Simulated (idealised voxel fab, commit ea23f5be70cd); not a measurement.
This section sets out a process module, namely voxel released beams.
We display cut, a cross-section 160 nm in width whose square cells are each 5 nm.
A cross-section in this document is a grid of square cells, and it is written down as bands, the top band listed before the ones below it; a band is made up of one or more rows of cells. Band: top and bottom heights (nm) first, top before bottom; then materials from left to right, widths in nm. "edge to edge" marks a sole material filling the band edge to edge. "air" denotes empty space. Below 0: as-received wafer, all one material; heights counted from there. Lowest band: no bottom, goes on down, written "0 nm and below". So if you see something like "30 to 40" for the width, read it as the top row of the band sitting at the first number and the bottom row at the second, with every row in between moving by the same amount as the last. "nothing got changed" means the step left every cell of the cross-section as it was. Look at "Enclosed cavities" for the closed voids: empty spaces with no open path to the top, sized 8 cells or up. Each is width x height at distance, distance from the left edge, all nm. On a step's line, text after the settings is the simulator commenting on that step. The optional step-line setting "overlay nm" applies to steps with a mask and quantifies how far to the right of its planned location the mask lay, a negative value indicating leftward placement.

### Below is the list of planned process steps
| 1 | RECEIVE,material Si |
| 2 | CONFORMAL_DEP,material SiN,thk nm 10 |
| 3 | DIRECTIONAL_DEP,material SiO2,thk nm 15 |
| 4 | PATTERN,tone open,mask id ANCHOR,material resist,width nm 40,thk nm 20,overlay nm 0 |
| 5 | DIRECTIONAL_ETCH,etch materials SiO2,depth nm 15 |
| 6 | STRIP,etch materials resist |
| 7 | CONFORMAL_DEP,material TiN,thk nm 15 |
| 8 | PATTERN,tone cover,mask id BEAM,material resist,width nm 90,thk nm 15,overlay nm 0 |
| 9 | DIRECTIONAL_ETCH,etch materials TiN,depth nm 15 |
| 10 | STRIP,etch materials resist |
| 11 | STRIP,etch materials SiO2 |

### First wafer, two in total, run as planned

### Wafer as received: cross-section following step 1
0 nm and below | Si edge to edge
Enclosed cavities: none

### After step 2: wafer cross-section
10 nm to 0 nm | SiN edge to edge
Beneath the level 0, the cross-section is identical to its previous state.

### After step 3: wafer cross-section
25 nm to 10 nm | SiO2 edge to edge
Beneath the level 10, the cross-section is identical to its previous state.

### After step 4: wafer cross-section
45 nm to 25 nm | resist (35)  air (40)  resist (85)
Beneath the level 25, the cross-section is identical to its previous state.

### After step 5: wafer cross-section
45 nm to 25 nm | resist (35)  air (40)  resist (85)
25 nm to 10 nm | SiO2 (35)  air (40)  SiO2 (85)
Beneath the level 10, the cross-section is identical to its previous state.

### After step 6: wafer cross-section
25 nm to 10 nm | SiO2 (35)  air (40)  SiO2 (85)
Beneath the level 10, the cross-section is identical to its previous state.

### After step 7: wafer cross-section
40 nm to 25 nm | TiN (50)  air (10)  TiN (100)
25 nm to 10 nm | SiO2 (35)  TiN (40)  SiO2 (85)
Beneath the level 10, the cross-section is identical to its previous state.

### After step 8: wafer cross-section
55 nm to 40 nm | air (30)  resist (90)  air (40)
40 nm to 25 nm | TiN (50)  resist (10)  TiN (100)
Beneath the level 25, the cross-section is identical to its previous state.

### After step 9: wafer cross-section
55 nm to 40 nm | air (30)  resist (90)  air (40)
40 nm to 25 nm | air (30)  TiN (20)  resist (10)  TiN (60)  air (40)
Beneath the level 25, the cross-section is identical to its previous state.

### After step 10: wafer cross-section
40 nm to 25 nm | air (30)  TiN (20)  air (10)  TiN (60)  air (40)
Beneath the level 25, the cross-section is identical to its previous state.

### After step 11: wafer cross-section
40 nm to 25 nm | air (30)  TiN (20)  air (10)  TiN (60)  air (40)
25 nm to 10 nm | air (35)  TiN (40)  air (85)
Beneath the level 10, the cross-section is identical to its previous state.

### Here the second wafer is described. Its start and its plan were those of the first wafer. Its run contained one mistake. Up to and including step 7, it did exactly what the first wafer did

### Look at the second wafer in cross-section at the time step 8 ought to have finished
55 nm to 40 nm | air (35)  resist (90)  air (35)
40 nm to 25 nm | TiN (50)  resist (10)  TiN (100)
Beneath the level 25, the cross-section is identical to its previous state.

### Look at the second wafer in cross-section at the time step 9 ought to have finished
55 nm to 40 nm | air (35)  resist (90)  air (35)
40 nm to 25 nm | air (35)  TiN (15)  resist (10)  TiN (65)  air (35)
Beneath the level 25, the cross-section is identical to its previous state.

### Look at the second wafer in cross-section at the time step 10 ought to have finished
40 nm to 25 nm | air (35)  TiN (15)  air (10)  TiN (65)  air (35)
Beneath the level 25, the cross-section is identical to its previous state.

### Look at the second wafer in cross-section at the time step 11 ought to have finished
40 nm to 25 nm | air (35)  TiN (15)  air (10)  TiN (65)  air (35)
25 nm to 10 nm | air (35)  TiN (40)  air (85)
Beneath the level 10, the cross-section is identical to its previous state.
What was done differently from what was planned? step 8 was processed under conditions differing from the plan, specifically as PATTERN,tone cover,mask id BEAM,material resist,width nm 90,thk nm 15,overlay nm 5
Heads up: at the end the two wafers have identical cell counts per material, they're just laid out differently.
